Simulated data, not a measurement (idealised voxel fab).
The process module that follows is named voxel self aligned contacts.
Xsec cut, 280 nm wide, square cell size 5 nm.
Throughout this document, each cross-section is represented as a grid of square cells and is presented as a sequence of bands enumerated from the top downward, where a band comprises one or more rows of cells.
Band: top and bottom heights (nm) first, top before bottom; then materials from left to right, widths in nm. "throughout" marks a sole material filling the band edge to edge. "blank" denotes empty space.
Heads up on the height convention: 0 is the point under which the incoming wafer is all one material, and the lowest band has no bottom, it just keeps going down, like "0 -> down".
Think of "30..40" as a width that walks from the first number to the second as you go down the band, top row to bottom row, taking equal-sized steps from row to row.
"nothing changed" -> step changed no cross-section cell.
Basically, "Fully sealed voids" tells you about the enclosed voids: empty spaces with no open way to the top, 8 cells or bigger, each written width x height at distance, where distance is from the left edge, all in nm.
Formally, on a step line, whatever follows the settings is a remark that the simulator itself makes on the step.
Among the settings permitted on a step's line is "overlay nm"; applied to a step with a mask, it specifies the extent to which the mask lay to the right of its planned position, whereas a negative figure signifies a position to the left.
The steps planned for the process are as follows:
| 1 | RECEIVE [material Si] |
| 2 | OXIDIZE [depth nm 5] |
| 3 | DIRECTIONAL_DEP [material polySi] [thk nm 25] |
| 4 | DIRECTIONAL_DEP [material SiN] [thk nm 20] |
| 5 | MASKED_ETCH [tone cover] [mask id GATE] [width nm 30] [pitch nm 65] [etch materials SiN] [depth nm 20] [overlay nm 0] |
| 6 | MASKED_ETCH [tone cover] [mask id GATE] [width nm 30] [pitch nm 65] [etch materials polySi] [depth nm 25] [overlay nm 0] |
| 7 | CONFORMAL_DEP [material SiN] [thk nm 10] |
| 8 | DIRECTIONAL_ETCH [etch materials SiN] [depth nm 10] |
| 9 | FILL_DEP [material SiO2] [thk nm 10] |
| 10 | CMP [height nm 50] |
| 11 | PATTERN [tone open] [mask id CONTACT] [material resist] [width nm 45] [pitch nm 65] [thk nm 15] [overlay nm 0] |
| 12 | DIRECTIONAL_ETCH [etch materials SiO2] [depth nm 55] |
| 13 | STRIP [etch materials resist] |
| 14 | CONFORMAL_DEP [material TiN] [thk nm 5] |
| 15 | FILL_DEP [material W] [thk nm 5] |
| 16 | CMP [height nm 50] |
| 17 | CONFORMAL_DEP [material SiCN] [thk nm 5] |
Shown in cross-section is the wafer as received, that is, as it stands after step 1:
* 0 -> down = Si throughout
* Fully sealed voids: none
First wafer at the end, as planned:
* 55 -> 50 = SiCN throughout
* 50 -> 45 = SiO2 (85) / TiN (20) / W (5) / TiN (20) / SiO2 (20) / TiN (20) / W (5) / TiN (20) / SiO2 (85)
* 45 -> 25 = SiO2 (50) / SiN (50) / TiN (5) / W (5) / TiN (5) / SiN (50) / TiN (5) / W (5) / TiN (5) / SiN (50) / SiO2 (50)
* 25 -> 0 = SiO2 (50) / SiN (10) / polySi (30) / SiN (10) / TiN (5) / W (5) / TiN (5) / SiN (10) / polySi (30) / SiN (10) / TiN (5) / W (5) / TiN (5) / SiN (10) / polySi (30) / SiN (10) / SiO2 (50)
* 0 -> -5 = SiO2 (100) / TiN (15) / SiO2 (50) / TiN (15) / SiO2 (100)
* -5 -> down = Si throughout
* Fully sealed voids: none
Here is the second of the two wafers cut open at the end of the module - same start, same plan as the first one, but we made one mistake running it:
* 55 -> 50 = SiN throughout
* 50 -> 45 = SiO2 (85) / TiN (20) / W (5) / TiN (20) / SiO2 (20) / TiN (20) / W (5) / TiN (20) / SiO2 (85)
* 45 -> 25 = SiO2 (50) / SiN (50) / TiN (5) / W (5) / TiN (5) / SiN (50) / TiN (5) / W (5) / TiN (5) / SiN (50) / SiO2 (50)
* 25 -> 0 = SiO2 (50) / SiN (10) / polySi (30) / SiN (10) / TiN (5) / W (5) / TiN (5) / SiN (10) / polySi (30) / SiN (10) / TiN (5) / W (5) / TiN (5) / SiN (10) / polySi (30) / SiN (10) / SiO2 (50)
* 0 -> -5 = SiO2 (100) / TiN (15) / SiO2 (50) / TiN (15) / SiO2 (100)
* -5 -> down = Si throughout
* Fully sealed voids: none
What broke from the plan during processing? heads up, step 17 didn't go per plan, it actually ran as CONFORMAL_DEP [material SiN] [thk nm 5]
Per the end-of-run cell counts, the second wafer holds more or fewer of some materials than the first: SiCN: 56 fewer | SiN: 56 more
